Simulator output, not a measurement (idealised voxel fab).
Process module in this document: voxel gate over fins
Xsec cut, 155 nm wide, square cell size 5 nm.
Cross-section, as written here: a square-cell grid given band by band from the top down, where a band holds one or more rows of cells. For a band, the entry starts with two heights in nm, that of the top and then that of the bottom, and carries on with the band's materials in order from left to right, each alongside its width in nm; the word "edge to edge" beside a single material means it fills the band edge to edge, and "air" means empty space. Height is counted from the level 0, under which the received wafer is composed throughout of one material. The lowest of the bands is not closed at the bottom but continues downward, in the notation "top 0, no bottom". Top row gets the first number, bottom row gets the second, and each row in between changes by the same step: that is how a band width like "30..40" works. Step marked "nothing was modified"? Then no cell in the cross-section changed in it. This entry, "Sealed voids", enumerates those empty regions of no fewer than 8 cells that possess no open connection to the top. Each region is reported in the form width x height at distance, the distance being taken from the left edge, with all three quantities expressed in nm. The remark found on a step's line after its settings is issued by the simulator itself and pertains to that step. "overlay nm", when on a step's line for a step with a mask, measures how far to the right of its planned place the mask lay; a negative measure means to the left.

[Planned process steps]
1,RECEIVE, material Si
2,CONFORMAL_DEP, material SiN, thk nm 10
3,MASKED_ETCH, tone cover, mask id FINS, width nm 15, pitch nm 40, etch materials SiN, depth nm 10, overlay nm 0
4,MASKED_ETCH, tone cover, mask id FINS, width nm 15, pitch nm 40, etch materials Si, depth nm 40, overlay nm 0
5,OXIDIZE, depth nm 5
6,FILL_DEP, material SiO2, thk nm 10
7,CMP, height nm 10
8,SELECTIVE_ETCH, etch materials SiO2, depth nm 25
9,STRIP, etch materials SiN
10,CONFORMAL_DEP, material HfO2, thk nm 5
11,CONFORMAL_DEP, material TiN, thk nm 5
12,CONFORMAL_DEP, material TiAl, thk nm 5
13,CONFORMAL_DEP, material TiN, thk nm 5
14,FILL_DEP, material W, thk nm 10
15,CMP, height nm 25
16,CONFORMAL_DEP, material SiCN, thk nm 5
Among the wafers covered here, the point of difference is the thk nm at step 10; their starting state is shared, and the plan presents the value of the first wafer.

[Cross-section, first of several wafers, as delivered after step 1]
* top 0, no bottom: Si edge to edge
* Sealed voids: none

[So in this table every wafer gets its own row, and what you see is where it stands at the end of the module: for each material, how many cells it picked up (+) or gave up (-) since we received it, and after that its closed voids]
thk nm 5, +43 HfO2, -261 Si, +31 SiCN, +174 SiO2, +43 TiAl, +83 TiN, +73 W, Sealed voids: none
thk nm 10, +86 HfO2, -261 Si, +31 SiCN, +174 SiO2, +40 TiAl, +80 TiN, +36 W, Sealed voids: none
thk nm 15, +129 HfO2, -261 Si, +31 SiCN, +174 SiO2, +37 TiAl, +56 TiN, +20 W, Sealed voids: none
thk nm 20, +169 HfO2, -261 Si, +31 SiCN, +174 SiO2, +16 TiAl, +49 TiN, +8 W, Sealed voids: none
